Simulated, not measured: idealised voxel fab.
The following process module bears the name voxel released beams.
cross-section cut | 185 nm wide | cells 5 nm
A cross-section is a grid of square cells, given in bands from the top down. A band is one or more rows of cells.
First you get the band's top height and its bottom height, in nm, and then the materials it's made of, left to right, with each width in nm. If you see a single material with "throughout", that one covers the band edge to edge. "blank" is empty space.
Heights are expressed relative to 0, this being the level below which the as-received wafer comprises one material exclusively. The lowest band is unbounded in the downward direction and is denoted as in "z 0 and below".
It should be noted that a width expressed as "30 to 40" varies in equal increments from row to row of cells within the band, taking the value of the first number at the top row and that of the second number at the bottom row.
You'll sometimes find "no alterations made" written for a step, and that's the way of saying that nowhere in the cross-section did a cell change during that step.
Basically, "Closed void list" tells you about the enclosed voids: empty spaces with no open way to the top, 8 cells or bigger, each written width x height at distance, where distance is from the left edge, all in nm.
Heads up: the bit after the settings on a step's line is the simulator's remark on that step.
On any step carrying a mask, the "overlay nm" setting, if present on the step's line, tells how far right of its planned place the mask lay; negative values point to the left.

**Planned step list for the process**
step 1: RECEIVE [material Si]
step 2: CONFORMAL_DEP [material SiN] [thk nm 5]
step 3: DIRECTIONAL_DEP [material SiO2] [thk nm 15]
step 4: MASKED_ETCH [tone open] [mask id ANCHOR] [width nm 30] [etch materials SiO2] [depth nm 15] [overlay nm 0]
step 5: CONFORMAL_DEP [material TiN] [thk nm 10]
step 6: PATTERN [tone cover] [mask id BEAM] [material resist] [width nm 105] [thk nm 20] [overlay nm 0]
step 7: DIRECTIONAL_ETCH [etch materials TiN] [depth nm 10]
step 8: STRIP [etch materials resist]
step 9: STRIP [etch materials SiO2]

**First wafer, two in total, run as planned**

**Here's what the wafer looked like in cross-section when it arrived - that's after step 1**
- z 0 and below: Si throughout
- Closed void list: none

**The wafer, seen in cross-section, after step 2**
- z 5 to 0: SiN throughout
- Anything lower than 0 is untouched.

**The wafer, seen in cross-section, after step 3**
- z 20 to 5: SiO2 throughout
- Anything lower than 5 is untouched.

**The wafer, seen in cross-section, after step 4**
- z 20 to 5: SiO2: 40 | blank: 30 | SiO2: 115
- Anything lower than 5 is untouched.

**The wafer, seen in cross-section, after step 5**
- z 30 to 20: TiN: 50 | blank: 10 | TiN: 125
- z 20 to 15: SiO2: 40 | TiN: 10 | blank: 10 | TiN: 10 | SiO2: 115
- z 15 to 5: SiO2: 40 | TiN: 30 | SiO2: 115
- Anything lower than 5 is untouched.

**The wafer, seen in cross-section, after step 6**
- z 50 to 30: blank: 35 | resist: 105 | blank: 45
- z 30 to 20: TiN: 50 | resist: 10 | TiN: 125
- z 20 to 15: SiO2: 40 | TiN: 10 | resist: 10 | TiN: 10 | SiO2: 115
- Anything lower than 15 is untouched.

**The wafer, seen in cross-section, after step 7**
- z 50 to 30: blank: 35 | resist: 105 | blank: 45
- z 30 to 20: blank: 35 | TiN: 15 | resist: 10 | TiN: 80 | blank: 45
- Anything lower than 20 is untouched.

**The wafer, seen in cross-section, after step 8**
- z 30 to 20: blank: 35 | TiN: 15 | blank: 10 | TiN: 80 | blank: 45
- z 20 to 15: SiO2: 40 | TiN: 10 | blank: 10 | TiN: 10 | SiO2: 115
- Anything lower than 15 is untouched.

**The wafer, seen in cross-section, after step 9**
- z 30 to 20: blank: 35 | TiN: 15 | blank: 10 | TiN: 80 | blank: 45
- z 20 to 15: blank: 40 | TiN: 10 | blank: 10 | TiN: 10 | blank: 115
- z 15 to 5: blank: 40 | TiN: 30 | blank: 115
- Anything lower than 5 is untouched.

**Wafer two. Same start, same plan, one slip in execution. Same as wafer one through step 2, inclusive**

**Second wafer, cut view, end of step 3 per plan**
- z 15 to 5: SiO2 throughout
- Anything lower than 5 is untouched.

**Second wafer, cut view, end of step 4 per plan**
- z 15 to 5: SiO2: 40 | blank: 30 | SiO2: 115
- Anything lower than 5 is untouched.

**Second wafer, cut view, end of step 5 per plan**
- z 25 to 15: TiN: 50 | blank: 10 | TiN: 125
- z 15 to 5: SiO2: 40 | TiN: 30 | SiO2: 115
- Anything lower than 5 is untouched.

**Second wafer, cut view, end of step 6 per plan**
- z 45 to 25: blank: 35 | resist: 105 | blank: 45
- z 25 to 15: TiN: 50 | resist: 10 | TiN: 125
- Anything lower than 15 is untouched.

**Second wafer, cut view, end of step 7 per plan**
- z 45 to 25: blank: 35 | resist: 105 | blank: 45
- z 25 to 15: blank: 35 | TiN: 15 | resist: 10 | TiN: 80 | blank: 45
- Anything lower than 15 is untouched.

**Second wafer, cut view, end of step 8 per plan**
- z 25 to 15: blank: 35 | TiN: 15 | blank: 10 | TiN: 80 | blank: 45
- Anything lower than 15 is untouched.

**Second wafer, cut view, end of step 9 per plan**
- z 25 to 15: blank: 35 | TiN: 15 | blank: 10 | TiN: 80 | blank: 45
- z 15 to 5: blank: 40 | TiN: 30 | blank: 115
- Anything lower than 5 is untouched.
Diagnosis: step 3, actual vs plan mismatch, actual run DIRECTIONAL_DEP [material SiO2] [thk nm 10]
The second wafer ends with more or fewer cells of some materials than the first, per final count: TiN -4
